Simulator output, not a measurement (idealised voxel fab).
The document below concerns the process module designated voxel transistor to metal.
Pictured: cross-section cut, 195 nm wide, on a grid of 5 nm square cells.
In this document a cross-section is written as a grid of square cells. It is given as a series of bands, listed from the top down, and a band is one or more rows of cells. Within each band entry, the heights of the top and of the bottom of the band appear first, in that order and in nm; the materials of the band then follow from left to right, each with its corresponding width in nm. The designation "edge to edge" on a single material indicates that it fills the band from edge to edge; the designation "empty" indicates empty space. The reference from which all heights are counted is 0, the level beneath which the as-received wafer is entirely one material; the lowest band, having no lower bound, proceeds downward and is written after the example "0 down". A width given as "30 to 40" starts at the first number in the band's top row and ends at the second number in its bottom row, shifting by an equal amount at every step from row to row. For the purposes of this document, the phrase "remained unchanged" attached to a step denotes that no cell within the cross-section was modified by that step. Closed empty spaces (no open way to the top) of 8 cells or more are what "Closed void list" lists, each as width x height at distance from the left edge, nm for all three. On a step's line, text after the settings is the simulator commenting on that step. Among the settings permitted on a step's line is "overlay nm"; applied to a step with a mask, it specifies the extent to which the mask lay to the right of its planned position, whereas a negative figure signifies a position to the left.
BELOW IS THE LIST OF PLANNED PROCESS STEPS
| 1 | RECEIVE with material Si |
| 2 | OXIDIZE with depth nm 5 |
| 3 | CONFORMAL_DEP with material SiN, thk nm 10 |
| 4 | DIRECTIONAL_DEP with material aC, thk nm 10 |
| 5 | PATTERN with tone cover, mask id ACTIVE, material resist, width nm 105, thk nm 25, overlay nm 0 |
| 6 | DIRECTIONAL_ETCH with etch materials aC, depth nm 10 |
| 7 | STRIP with etch materials resist |
| 8 | DIRECTIONAL_ETCH with etch materials SiN, depth nm 10 |
| 9 | DIRECTIONAL_ETCH with etch materials SiO2, depth nm 5 |
| 10 | DIRECTIONAL_ETCH with etch materials Si, depth nm 35 |
| 11 | STRIP with etch materials aC |
| 12 | OXIDIZE with depth nm 5 |
| 13 | FILL_DEP with material SiO2, thk nm 15 |
| 14 | CMP with height nm 10 |
| 15 | SELECTIVE_ETCH with etch materials SiO2, depth nm 10 |
| 16 | STRIP with etch materials SiN |
| 17 | SELECTIVE_ETCH with etch materials SiO2, depth nm 5 |
| 18 | OXIDIZE with depth nm 5 |
| 19 | DIRECTIONAL_DEP with material polySi, thk nm 30 |
| 20 | DIRECTIONAL_DEP with material SiCN, thk nm 10 |
| 21 | DIRECTIONAL_DEP with material aC, thk nm 15 |
| 22 | PATTERN with tone cover, mask id GATE, material resist, width nm 35, thk nm 35, overlay nm 0 |
| 23 | DIRECTIONAL_ETCH with etch materials aC, depth nm 15 |
| 24 | STRIP with etch materials resist |
| 25 | DIRECTIONAL_ETCH with etch materials SiCN, depth nm 20 |
| 26 | DIRECTIONAL_ETCH with etch materials polySi, depth nm 40 |
| 27 | STRIP with etch materials aC |
| 28 | CONFORMAL_DEP with material SiO2, thk nm 5 |
| 29 | DIRECTIONAL_ETCH with etch materials SiO2, depth nm 5 |
| 30 | CONFORMAL_DEP with material SiN, thk nm 5 |
| 31 | DIRECTIONAL_ETCH with etch materials SiN, depth nm 5 |
| 32 | DIRECTIONAL_ETCH with etch materials SiO2, depth nm 5 |
| 33 | DIRECTIONAL_ETCH with etch materials Si, depth nm 5 |
| 34 | EPI with material nSi, thk nm 10 |
| 35 | FILL_DEP with material SiO2, thk nm 10 |
| 36 | CMP with height nm 25 |
| 37 | STRIP with etch materials polySi |
| 38 | SELECTIVE_ETCH with etch materials SiO2, depth nm 5 |
| 39 | CONFORMAL_DEP with material HfO2, thk nm 5 |
| 40 | CONFORMAL_DEP with material TiN, thk nm 5 |
| 41 | FILL_DEP with material W, thk nm 5 |
| 42 | CMP with height nm 20 |
| 43 | DIRECTIONAL_DEP with material SiO2, thk nm 10 |
| 44 | PATTERN with tone open, mask id CONTACT, material resist, width nm 15, pitch nm 80, thk nm 15, overlay nm 0 |
| 45 | DIRECTIONAL_ETCH with etch materials SiO2, depth nm 35 |
| 46 | STRIP with etch materials resist |
| 47 | CONFORMAL_DEP with material TiN, thk nm 5 |
| 48 | FILL_DEP with material W, thk nm 10 |
| 49 | CMP with height nm 30 |
| 50 | DIRECTIONAL_DEP with material TiN, thk nm 5 |
| 51 | DIRECTIONAL_DEP with material Ru, thk nm 20 |
| 52 | PATTERN with tone cover, mask id METAL_1, material resist, width nm 15, pitch nm 80, thk nm 15, overlay nm 0 |
| 53 | DIRECTIONAL_ETCH with etch materials Ru, depth nm 20 |
| 54 | DIRECTIONAL_ETCH with etch materials TiN, depth nm 5 |
| 55 | STRIP with etch materials resist |
| 56 | FILL_DEP with material lowk, thk nm 5 |
| 57 | CMP with height nm 55 |
| 58 | CONFORMAL_DEP with material SiCN, thk nm 5 |
| 59 | DIRECTIONAL_DEP with material SiO2, thk nm 35 |
| 60 | PATTERN with tone open, mask id METAL_2, material resist, width nm 15, pitch nm 80, thk nm 15, overlay nm 0 |
| 61 | DIRECTIONAL_ETCH with etch materials SiO2, depth nm 20 |
| 62 | STRIP with etch materials resist |
| 63 | PATTERN with tone open, mask id METAL_2_HOLES, material resist, width nm 15, pitch nm 80, thk nm 15, overlay nm -15 |
| 64 | DIRECTIONAL_ETCH with etch materials SiO2, depth nm 15 |
| 65 | DIRECTIONAL_ETCH with etch materials SiCN, depth nm 5 |
| 66 | STRIP with etch materials resist |
| 67 | CONFORMAL_DEP with material TiN, thk nm 5 |
| 68 | FILL_DEP with material Cu, thk nm 10 |
| 69 | CMP with height nm 95 |
| 70 | CONFORMAL_DEP with material SiCN, thk nm 5 |
Variable across wafers: step 63 overlay nm (plan value is that of the first wafer; starting state common to all).
CROSS-SECTIONAL VIEW OF THE FIRST OF SEVERAL WAFERS IN THE AS-RECEIVED CONDITION, CORRESPONDING TO THE STATE FOLLOWING STEP 1
  0 down: Si edge to edge
  Closed void list: none
PER WAFER (ROW), END OF MODULE: DELTA IN CELLS PER MATERIAL SINCE RECEIPT, (+) FOR GAINED, (-) FOR LOST; CLOSED VOIDS AFTER THAT
overlay nm -15, +18 Cu, +19 HfO2, +24 Ru, -226 Si, +78 SiCN, +10 SiN, +565 SiO2, +75 TiN, +30 W, +165 lowk, +22 nSi, Closed void list: none
overlay nm -10, +14 Cu, +19 HfO2, +24 Ru, -226 Si, +76 SiCN, +10 SiN, +565 SiO2, +81 TiN, +30 W, +165 lowk, +22 nSi, Closed void list: none
overlay nm -5, +10 Cu, +19 HfO2, +24 Ru, -226 Si, +74 SiCN, +10 SiN, +565 SiO2, +87 TiN, +30 W, +165 lowk, +22 nSi, Closed void list: none
overlay nm 0, +14 Cu, +19 HfO2, +24 Ru, -226 Si, +72 SiCN, +10 SiN, +565 SiO2, +85 TiN, +30 W, +165 lowk, +22 nSi, Closed void list: none
overlay nm 5, +10 Cu, +19 HfO2, +24 Ru, -226 Si, +74 SiCN, +10 SiN, +565 SiO2, +87 TiN, +30 W, +165 lowk, +22 nSi, Closed void list: none
overlay nm 10, +14 Cu, +19 HfO2, +24 Ru, -226 Si, +76 SiCN, +10 SiN, +565 SiO2, +81 TiN, +30 W, +165 lowk, +22 nSi, Closed void list: none
overlay nm 15, +18 Cu, +19 HfO2, +24 Ru, -226 Si, +78 SiCN, +10 SiN, +565 SiO2, +75 TiN, +30 W, +165 lowk, +22 nSi, Closed void list: none
